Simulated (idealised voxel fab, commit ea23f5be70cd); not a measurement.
The following process module bears the name voxel air gaps.
Each square cell in cross-section cut measures 5 nm, and the section as a whole is 280 nm wide.
Cross-section, as written here: a square-cell grid given band by band from the top down, where a band holds one or more rows of cells. It is stipulated that each band's entry specify, in nanometres, the height of the top of the band and then that of its bottom, followed by the materials of the band in left-to-right sequence, each together with its width in nanometres. A single material marked by the word "throughout" is understood to fill the band from edge to edge; the word "blank" is understood to denote empty space. Heights from 0 (as-received wafer is one material below). Bottom band endless downward, as "0 down". With a width like "30->40", each row of cells in the band differs from the next by the same amount, the top row carrying the first number and the bottom row the second. The cross-section has no changed cell in any step marked "no change". Listed in "Voids, fully enclosed": every empty space of 8 or more cells without an open way to the top. Form: width x height at distance, the distance being from the left edge, all in nm. The remark found on a step's line after its settings is issued by the simulator itself and pertains to that step. A step line may carry the setting "overlay nm", which, for steps involving a mask, states the distance by which the mask lay to the right of its intended position; negative values denote displacement to the left.
List of planned process steps
1 RECEIVE [material Si]
2 CONFORMAL_DEP [material SiO2] [thk nm 15]
3 CONFORMAL_DEP [material SiCN] [thk nm 5]
4 DIRECTIONAL_DEP [material SiO2] [thk nm 30]
5 DIRECTIONAL_DEP [material aC] [thk nm 10]
6 PATTERN [tone open] [mask id LINES] [material resist] [width nm 15] [pitch nm 40] [thk nm 30] [overlay nm 0]
7 DIRECTIONAL_ETCH [etch materials aC] [depth nm 10]
8 STRIP [etch materials resist]
9 DIRECTIONAL_ETCH [etch materials SiO2] [depth nm 30]
10 STRIP [etch materials aC]
11 CONFORMAL_DEP [material TiN] [thk nm 5]
12 FILL_DEP [material Cu] [thk nm 5]
13 CMP [height nm 50]
14 EPI [material Ru] [thk nm 10]
15 SELECTIVE_ETCH [etch materials SiO2] [depth nm 40]
16 CONFORMAL_DEP [material SiCN] [thk nm 5]
Cross-sectional view of the wafer in its as-received condition, corresponding to the state after step 1
	0 down | Si throughout
	Voids, fully enclosed: none
Post-module cross-section of the first of two wafers (run per plan)
	65 to 60 | blank=55; SiCN=165; blank=60
	60 to 50 | blank=55; SiCN=5; Ru=35; SiCN=5; Ru=35; SiCN=5; Ru=35; SiCN=5; Ru=35; SiCN=5; blank=60
	50 to 45 | blank=55; SiCN=15; TiN=5; Cu=5; TiN=5; SiCN=25; TiN=5; Cu=5; TiN=5; SiCN=25; TiN=5; Cu=5; TiN=5; SiCN=25; TiN=5; Cu=5; TiN=5; SiCN=15; blank=60
	45 to 25 | blank=65; SiCN=5; TiN=5; Cu=5; TiN=5; SiCN=5; blank=15; SiCN=5; TiN=5; Cu=5; TiN=5; SiCN=5; blank=15; SiCN=5; TiN=5; Cu=5; TiN=5; SiCN=5; blank=15; SiCN=5; TiN=5; Cu=5; TiN=5; SiCN=5; blank=70
	25 to 20 | SiCN=70; TiN=15; SiCN=25; TiN=15; SiCN=25; TiN=15; SiCN=25; TiN=15; SiCN=75
	20 to 15 | SiCN throughout
	15 to 0 | SiO2 throughout
	0 down | Si throughout
	Voids, fully enclosed: 15 x 20 at 90; 15 x 20 at 130; 15 x 20 at 170
Second wafer cross-section at end of module - shared start and plan with the first, one mistake in the run
	65 to 60 | blank=55; SiCN=165; blank=60
	60 to 50 | blank=55; SiCN=5; Ru=35; SiCN=5; Ru=35; SiCN=5; Ru=35; SiCN=5; Ru=35; SiCN=5; blank=60
	50 to 25 | blank=55; SiCN=5; Ru=10; TiN=5; Cu=5; TiN=5; Ru=10; SiCN=5; Ru=10; TiN=5; Cu=5; TiN=5; Ru=10; SiCN=5; Ru=10; TiN=5; Cu=5; TiN=5; Ru=10; SiCN=5; Ru=10; TiN=5; Cu=5; TiN=5; Ru=10; SiCN=5; blank=60
	25 to 20 | SiCN=60; Ru=10; TiN=15; Ru=10; SiCN=5; Ru=10; TiN=15; Ru=10; SiCN=5; Ru=10; TiN=15; Ru=10; SiCN=5; Ru=10; TiN=15; Ru=10; SiCN=65
	20 to 15 | SiCN throughout
	15 to 0 | SiO2 throughout
	0 down | Si throughout
	Voids, fully enclosed: none
What was done differently from what was planned? steps 14 and 15 run out of order (swapped)
End check, counted in cells, second wafer has more or fewer of these materials than the first: +96 Ru; -44 SiCN
Long story short, the first wafer ends with 3 closed voids and the second one with 0.
